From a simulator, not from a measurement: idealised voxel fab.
Process module in this document: voxel fin reveal
This is section cut - it's 190 nm across, gridded in 5 nm square cells.
Throughout this document, each cross-section is represented as a grid of square cells and is presented as a sequence of bands enumerated from the top downward, where a band comprises one or more rows of cells. Top height, bottom height, nm. Materials left to right, width each, nm. Single material + "full width" = fills band edge to edge. "empty" = empty. All heights in this document are referenced to 0, defined as the level beneath which the wafer, as received, consists entirely of one material. The lowest band is not bounded below; it extends indefinitely downward and is written in the form "from 0 down". You'd read "30->40" like this: the band's top row of cells is as wide as the first number, its bottom row is as wide as the second, and going down, every row changes width by the same amount as the row before did. "identical to before", as given for a step, is the statement that not any cell of the cross-section underwent a change during that step. "Tabulated closed voids": empty spaces of 8 cells or more with no open way to the top, each given as width x height at distance, distance from the left edge, all in nm. Note: text after step settings on the step line = simulator remark on that step. The setting "overlay nm" may be written on the line of a step. When the step uses a mask, the value reports how far to the right of the planned place the mask lay, and a negative value reports that it lay to the left.

-- Planned process steps
1: RECEIVE: material Si
2: CONFORMAL_DEP: material SiN, thk nm 5
3: MASKED_ETCH: tone cover, mask id FINS, width nm 15, pitch nm 40, etch materials SiN, depth nm 5, overlay nm 0
4: MASKED_ETCH: tone cover, mask id FINS, width nm 15, pitch nm 40, etch materials Si, depth nm 35, overlay nm 0
5: OXIDIZE: depth nm 5
6: FILL_DEP: material SiO2, thk nm 15
7: CMP: height nm 5
8: SELECTIVE_ETCH: etch materials SiO2, depth nm 15
9: STRIP: etch materials SiN

-- Here's what the wafer looked like in cross-section when it arrived - that's after step 1
> from 0 down | Si full width
> Tabulated closed voids: none

-- first wafer at the end, as planned
> from 0 to -10 | empty 30  Si 5  empty 35  Si 5  empty 35  Si 5  empty 35  Si 5  empty 35
> from -10 to -40 | SiO2 30  Si 5  SiO2 35  Si 5  SiO2 35  Si 5  SiO2 35  Si 5  SiO2 35
> from -40 down | Si full width
> Tabulated closed voids: none

-- Now the second wafer, cross-sectioned at the end of the module. Nothing different at the start, nothing different in the plan compared with the first, just one mistake when it was actually run
> from 0 to -35 | empty 25  SiO2 5  Si 5  SiO2 5  empty 25  SiO2 5  Si 5  SiO2 5  empty 25  SiO2 5  Si 5  SiO2 5  empty 25  SiO2 5  Si 5  SiO2 5  empty 30
> from -35 to -40 | SiO2 30  Si 5  SiO2 35  Si 5  SiO2 35  Si 5  SiO2 35  Si 5  SiO2 35
> from -40 down | Si full width
> Tabulated closed voids: none
What went wrong in running the wafer? step 6 was not run as planned; what actually ran was FILL_DEP: material SiN, thk nm 15
Counted in cells at the end, the second wafer holds more or fewer of these materials than the first: 114 fewer of SiO2
